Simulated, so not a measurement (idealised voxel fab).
process module | voxel lift off
cross-section cut | 235 nm wide | cells 5 nm
A cross-section is a grid of square cells, given in bands from the top down. A band is one or more rows of cells.
Each band's line starts with the height of the band's top and of its bottom, in nm. Then come its materials from left to right, each with its width in nm. One material with "throughout" fills the band from edge to edge. "air" is empty space.
Height 0 is the level under which the wafer as received is all one material. The lowest band goes on downwards, as in "0 down".
A width such as "30 to 40" changes by the same amount from each row of cells to the next, from the band's top row to its bottom row.
"no change" after a step means that no cell of the cross-section changed.
closed voids: empty space of 8 cells or more with no open way to the top, each as width x height at its distance from the left edge, in nm
after a step's settings: what the simulator itself notes on the step
overlay nm, on a step with a mask: how far to the right of its planned place the mask lay; to the left if negative
plan
1 op RECEIVE | material Si
2 op CONFORMAL_DEP | material SiN | thk nm 10
3 op PATTERN | tone open | mask id LINES | material resist | width nm 25 | pitch nm 40 | thk nm 30 | overlay nm 0
4 op DIRECTIONAL_DEP | material Ru | thk nm 15
5 op STRIP | etch materials resist
6 op CONFORMAL_DEP | material SiCN | thk nm 10
first wafer, as planned
as received, after step 1
  0 down: Si throughout
  closed voids: none
after step 2
  10 to 0: SiN throughout
  below 0: unchanged
after step 3
  40 to 10: resist 85 | air 25 | resist 15 | air 25 | resist 85
  below 10: unchanged
after step 4
  55 to 40: Ru 85 | air 25 | Ru 15 | air 25 | Ru 85
  40 to 25: resist 85 | air 25 | resist 15 | air 25 | resist 85
  25 to 10: resist 85 | Ru 25 | resist 15 | Ru 25 | resist 85
  below 10: unchanged
after step 5
  25 to 10: air 85 | Ru 25 | air 15 | Ru 25 | air 85
  below 10: unchanged
after step 6
  35 to 25: air 75 | SiCN 85 | air 75
  25 to 20: air 75 | SiCN 10 | Ru 25 | SiCN 15 | Ru 25 | SiCN 10 | air 75
  20 to 10: SiCN 85 | Ru 25 | SiCN 15 | Ru 25 | SiCN 85
  below 10: unchanged
second wafer: like start, like plan, one mistake. Through step 3 it matches the first wafer
when step 4 should have ended
  55 to 40: SiN 85 | air 25 | SiN 15 | air 25 | SiN 85
  40 to 25: resist 85 | air 25 | resist 15 | air 25 | resist 85
  25 to 10: resist 85 | SiN 25 | resist 15 | SiN 25 | resist 85
  below 10: unchanged
when step 5 should have ended
  25 to 10: air 85 | SiN 25 | air 15 | SiN 25 | air 85
  below 10: unchanged
when step 6 should have ended
  35 to 25: air 75 | SiCN 85 | air 75
  25 to 20: air 75 | SiCN 10 | SiN 25 | SiCN 15 | SiN 25 | SiCN 10 | air 75
  20 to 10: SiCN 85 | SiN 25 | SiCN 15 | SiN 25 | SiCN 85
  below 10: unchanged
what went wrong: step 4 ran as: op DIRECTIONAL_DEP | material SiN | thk nm 15
at the end the second wafer has, in cells: 30 fewer of Ru | 30 more of SiN
